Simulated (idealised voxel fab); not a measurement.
Process module in this document: voxel wiring stack
Shown is cross-section cut, with a width of 225 nm and square cells of size 5 nm.
A cross-section is written here as square cells arranged in a grid, and it is given in bands from the top down, each band taking up one or more rows of cells.
Top, bottom (nm), then materials left to right with widths (nm); lone material tagged "all across" fills the whole band edge to edge; "air" = empty space.
Height 0 is the level under which the wafer as received is all one material. The lowest band goes on downwards, as in "top 0, no bottom".
With a width like "30 to 40", each row of cells in the band differs from the next by the same amount, the top row carrying the first number and the bottom row the second.
Key: "no change" - step with no changed cell in the cross-section.
If an empty space has no open way to the top and is at least 8 cells in size, "Fully closed voids" lists it, written width x height at distance, where distance is measured from the left edge and every value is in nm.
Post-settings text on a step line: simulator's own remark regarding the step.
overlay nm: where the mask lay relative to plan, measured to the right, on steps with a mask; negatives go left.
-- The planned process steps are enumerated hereunder
1,op RECEIVE | material Si
2,op CONFORMAL_DEP | material SiO2 | thk nm 15
3,op DIRECTIONAL_DEP | material TiN | thk nm 5
4,op DIRECTIONAL_DEP | material Ru | thk nm 25
5,op PATTERN | tone cover | mask id METAL_1 | material resist | width nm 25 | pitch nm 40 | thk nm 20 | overlay nm 0
6,op DIRECTIONAL_ETCH | etch materials Ru | depth nm 25
7,op DIRECTIONAL_ETCH | etch materials TiN | depth nm 5
8,op STRIP | etch materials resist
9,op FILL_DEP | material SiO2 | thk nm 5
10,op CMP | height nm 45
11,op CONFORMAL_DEP | material SiCN | thk nm 5
12,op DIRECTIONAL_DEP | material SiO2 | thk nm 30
13,op PATTERN | tone open | mask id METAL_2_HOLES | material resist | width nm 15 | pitch nm 40 | thk nm 15 | overlay nm 0
14,op DIRECTIONAL_ETCH | etch materials SiO2 | depth nm 30
15,op STRIP | etch materials resist
16,op DIRECTIONAL_DEP | material aC | thk nm 15
17,op PATTERN | tone open | mask id METAL_2 | material resist | width nm 25 | pitch nm 40 | thk nm 35 | overlay nm 0
18,op DIRECTIONAL_ETCH | etch materials aC | depth nm 15
19,op STRIP | etch materials resist
20,op DIRECTIONAL_ETCH | etch materials SiO2 | depth nm 20
21,op DIRECTIONAL_ETCH | etch materials SiCN | depth nm 5
22,op STRIP | etch materials aC
23,op CONFORMAL_DEP | material TiN | thk nm 5
24,op FILL_DEP | material Ru | thk nm 10
25,op CMP | height nm 80
26,op CONFORMAL_DEP | material SiCN | thk nm 5
27,op DIRECTIONAL_DEP | material SiO2 | thk nm 35
28,op MASKED_ETCH | tone open | mask id METAL_3_HOLES | width nm 15 | etch materials SiO2 | depth nm 35 | overlay nm 0
29,op DIRECTIONAL_DEP | material aC | thk nm 10
30,op PATTERN | tone open | mask id METAL_3 | material resist | width nm 25 | pitch nm 40 | thk nm 25 | overlay nm 0
31,op DIRECTIONAL_ETCH | etch materials aC | depth nm 10
32,op STRIP | etch materials resist
33,op DIRECTIONAL_ETCH | etch materials SiO2 | depth nm 20
34,op DIRECTIONAL_ETCH | etch materials SiCN | depth nm 5
35,op STRIP | etch materials aC
36,op CONFORMAL_DEP | material TiN | thk nm 5
37,op FILL_DEP | material Cu | thk nm 10
38,op CMP | height nm 120
39,op CONFORMAL_DEP | material SiCN | thk nm 5
40,op DIRECTIONAL_DEP | material SiO2 | thk nm 25
41,op PATTERN | tone open | mask id METAL_4_HOLES | material resist | width nm 15 | thk nm 15 | overlay nm 0
42,op DIRECTIONAL_ETCH | etch materials SiO2 | depth nm 25
43,op STRIP | etch materials resist
44,op MASKED_ETCH | tone open | mask id METAL_4 | width nm 25 | pitch nm 40 | etch materials SiO2 | depth nm 15 | overlay nm 0
45,op MASKED_ETCH | tone open | mask id METAL_4 | width nm 25 | pitch nm 40 | etch materials SiCN | depth nm 5 | overlay nm 0
46,op CONFORMAL_DEP | material TiN | thk nm 5
47,op FILL_DEP | material Ru | thk nm 10
48,op CMP | height nm 150
49,op CONFORMAL_DEP | material SiN | thk nm 5
-- Cross-section of the wafer at receipt, which is the condition after step 1
  top 0, no bottom  Si all across
  Fully closed voids: none
-- End state of the module in cross-section, given the above starting point and plan and one mistake in execution
  top 155, bottom 150  SiN all across
  top 150, bottom 140  80 nm SiO2; 5 nm TiN; 15 nm Cu; 5 nm TiN; 15 nm SiO2; 5 nm TiN; 15 nm Cu; 5 nm TiN; 80 nm SiO2
  top 140, bottom 135  80 nm SiO2; 5 nm TiN; 5 nm Cu; 15 nm TiN; 15 nm SiO2; 25 nm TiN; 80 nm SiO2
  top 135, bottom 125  80 nm SiO2; 5 nm TiN; 5 nm Cu; 5 nm TiN; 130 nm SiO2
  top 125, bottom 120  80 nm SiCN; 15 nm TiN; 130 nm SiCN
  top 120, bottom 105  80 nm SiO2; 5 nm TiN; 15 nm Cu; 5 nm TiN; 15 nm SiO2; 5 nm TiN; 15 nm Cu; 5 nm TiN; 80 nm SiO2
  top 105, bottom 100  80 nm SiO2; 5 nm TiN; 5 nm Cu; 15 nm TiN; 15 nm SiO2; 25 nm TiN; 80 nm SiO2
  top 100, bottom 85  80 nm SiO2; 5 nm TiN; 5 nm Cu; 5 nm TiN; 130 nm SiO2
  top 85, bottom 80  80 nm SiCN; 15 nm TiN; 130 nm SiCN
  top 80, bottom 65  80 nm SiO2; 5 nm TiN; 15 nm Ru; 5 nm TiN; 15 nm SiO2; 5 nm TiN; 15 nm Ru; 5 nm TiN; 80 nm SiO2
  top 65, bottom 60  80 nm SiO2; 5 nm TiN; 5 nm Ru; 15 nm TiN; 15 nm SiO2; 5 nm TiN; 5 nm Ru; 15 nm TiN; 80 nm SiO2
  top 60, bottom 50  80 nm SiO2; 5 nm TiN; 5 nm Ru; 5 nm TiN; 25 nm SiO2; 5 nm TiN; 5 nm Ru; 5 nm TiN; 90 nm SiO2
  top 50, bottom 45  80 nm SiCN; 15 nm TiN; 25 nm SiCN; 15 nm TiN; 90 nm SiCN
  top 45, bottom 20  80 nm SiO2; 25 nm Ru; 15 nm SiO2; 25 nm Ru; 80 nm SiO2
  top 20, bottom 15  80 nm SiO2; 25 nm TiN; 15 nm SiO2; 25 nm TiN; 80 nm SiO2
  top 15, bottom 0  SiO2 all across
  top 0, no bottom  Si all across
  Fully closed voids: none
what went wrong: step 47 did not happen as planned, as run it was op FILL_DEP | material Cu | thk nm 10
